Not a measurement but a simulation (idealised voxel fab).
Herein follows the process module entitled voxel ribs on slabs.
The width of the displayed cross-section, cut, is 160 nm; its cells are square, with a size of 5 nm.
Each cross-section below is a grid of square cells, stated as bands in top-down order, with one or more rows of cells making up each band. This entry defines a band. It first specifies the height of the band's top and the height of its bottom in nm, and then specifies the band's materials from left to right, stating each material with its width in nm. The word "all across" identifies a single material that fills the band from edge to edge, while the word "air" identifies empty space. Heads up on the height convention: 0 is the point under which the incoming wafer is all one material, and the lowest band has no bottom, it just keeps going down, like "0 down". A two-number width, for instance "30->40", indicates that the width is equal to the first number in the top row of the band and to the second number in the bottom row, and that it changes by a constant amount per row of cells. Any step labelled "nothing got changed" changed none of the cells in the cross-section. "Closed internal cavities": sealed empty spaces, 8 cells or more, no open way to top, listed width x height at distance, with distance from the left edge and width, height and distance in nm. It should be noted that, on the line of a given step, the content following the step's settings is a remark produced by the simulator itself with respect to that step. Among the settings permitted on a step's line is "overlay nm"; applied to a step with a mask, it specifies the extent to which the mask lay to the right of its planned position, whereas a negative figure signifies a position to the left.
Process steps foreseen in the plan:
1,RECEIVE, material Si
2,DIRECTIONAL_DEP, material SiO2, thk nm 25
3,DIRECTIONAL_DEP, material polySi, thk nm 20
4,MASKED_ETCH, tone cover, mask id RIB, width nm 20, etch materials polySi, depth nm 5, overlay nm 0
5,DIRECTIONAL_DEP, material aC, thk nm 10
6,PATTERN, tone cover, mask id SLAB, material resist, width nm 50, thk nm 25, overlay nm 0
7,DIRECTIONAL_ETCH, etch materials aC, depth nm 10
8,STRIP, etch materials resist
9,DIRECTIONAL_ETCH, etch materials polySi, depth nm 15
10,STRIP, etch materials aC
11,FILL_DEP, material SiO2, thk nm 25
12,CMP, height nm 60
13,DIRECTIONAL_DEP, material TiN, thk nm 5
14,DIRECTIONAL_DEP, material aC, thk nm 15
15,PATTERN, tone cover, mask id HEATER, material resist, width nm 30, thk nm 30, overlay nm 0
16,DIRECTIONAL_ETCH, etch materials aC, depth nm 15
17,STRIP, etch materials resist
18,DIRECTIONAL_ETCH, etch materials TiN, depth nm 5
19,STRIP, etch materials aC
20,CONFORMAL_DEP, material SiN, thk nm 10
Here's what the wafer looked like in cross-section when it arrived - that's after step 1:
    0 down: Si all across
    Closed internal cavities: none
Cross-sectional image of the first of two wafers at the end of the module, the run having proceeded as planned:
    75 to 70: air: 55; SiN: 50; air: 55
    70 to 65: SiN all across
    65 to 60: SiN: 65; TiN: 30; SiN: 65
    60 to 45: SiO2 all across
    45 to 40: SiO2: 70; polySi: 20; SiO2: 70
    40 to 25: SiO2: 55; polySi: 50; SiO2: 55
    25 to 0: SiO2 all across
    0 down: Si all across
    Closed internal cavities: none
Cross-sectional image of the second wafer of the two following completion of the module. Starting state and process plan were the same as for the first wafer; one execution error occurred:
    75 to 70: air: 55; SiN: 50; air: 55
    70 to 65: SiN all across
    65 to 60: SiN: 65; TiN: 30; SiN: 65
    60 to 45: SiO2 all across
    45 to 40: SiO2: 70; polySi: 20; SiO2: 70
    40 to 25: SiO2: 55; polySi: 50; SiO2: 55
    25 to 0: TiN all across
    0 down: Si all across
    Closed internal cavities: none
Plan not followed: step 2 off recipe, ran as DIRECTIONAL_DEP, material TiN, thk nm 25
Final comparison by cell count, materials where the second wafer has more or fewer than the first: SiO2 -160; TiN +160
